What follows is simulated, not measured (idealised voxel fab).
Name of the process module below: voxel ribs on slabs
Xsec cut, 260 nm wide, square cell size 5 nm.
A cross-section in this document is a grid of square cells, and it is written down as bands, the top band listed before the ones below it; a band is made up of one or more rows of cells. A band entry consists of two parts. The first gives the height of the band's top and the height of its bottom, in nm. The rest lists the band's materials from left to right, each with its width in nm. A single material labelled with the word "throughout" fills the band from edge to edge, and the word "air" marks empty space. Height 0 is the level under which the wafer as received is all one material. The lowest band goes on downwards, as in "from 0 down". Width: "30->40" (first number = top row, second number = bottom row, same change from row to row of cells). "nothing altered" for a step: no cell of the cross-section changed in that step. "Entrapped void list": sealed empty spaces, 8 cells or more, no open way to top, listed width x height at distance, with distance from the left edge and width, height and distance in nm. after a step's settings: what the simulator itself notes on the step. A step's line can hold "overlay nm"; with a mask on that step, the setting says how far right of the planned place the mask lay, while a negative setting says it lay to the left.

[List of planned process steps]
1: RECEIVE (material Si)
2: DIRECTIONAL_DEP (material SiO2; thk nm 30)
3: DIRECTIONAL_DEP (material SiN; thk nm 20)
4: DIRECTIONAL_DEP (material aC; thk nm 10)
5: PATTERN (tone cover; mask id RIB; material resist; width nm 20; thk nm 25; overlay nm 0)
6: DIRECTIONAL_ETCH (etch materials aC; depth nm 10)
7: STRIP (etch materials resist)
8: DIRECTIONAL_ETCH (etch materials SiN; depth nm 5)
9: STRIP (etch materials aC)
10: PATTERN (tone cover; mask id SLAB; material resist; width nm 70; thk nm 15; overlay nm 0)
11: DIRECTIONAL_ETCH (etch materials SiN; depth nm 15)
12: STRIP (etch materials resist)
13: FILL_DEP (material SiO2; thk nm 30)
14: CMP (height nm 70)
15: DIRECTIONAL_DEP (material TiN; thk nm 5)
16: MASKED_ETCH (tone cover; mask id HEATER; width nm 20; etch materials TiN; depth nm 5; overlay nm 0)
17: CONFORMAL_DEP (material SiO2; thk nm 5)
Keep in mind the plan's value for the width nm of step 16 comes from the first wafer; the wafers don't share that setting, but they do share the same starting point.

[first wafer as received, after step 1]
> from 0 down: Si throughout
> Entrapped void list: none

[Row per wafer, end-of-module: cell gain (+)/loss (-) by material since the wafer came in, then closed voids]
width nm 20; +46 SiN; +736 SiO2; +4 TiN; Entrapped void list: none
width nm 25; +46 SiN; +736 SiO2; +5 TiN; Entrapped void list: none
width nm 30; +46 SiN; +736 SiO2; +6 TiN; Entrapped void list: none
width nm 35; +46 SiN; +736 SiO2; +7 TiN; Entrapped void list: none
width nm 40; +46 SiN; +736 SiO2; +8 TiN; Entrapped void list: none
width nm 45; +46 SiN; +736 SiO2; +9 TiN; Entrapped void list: none
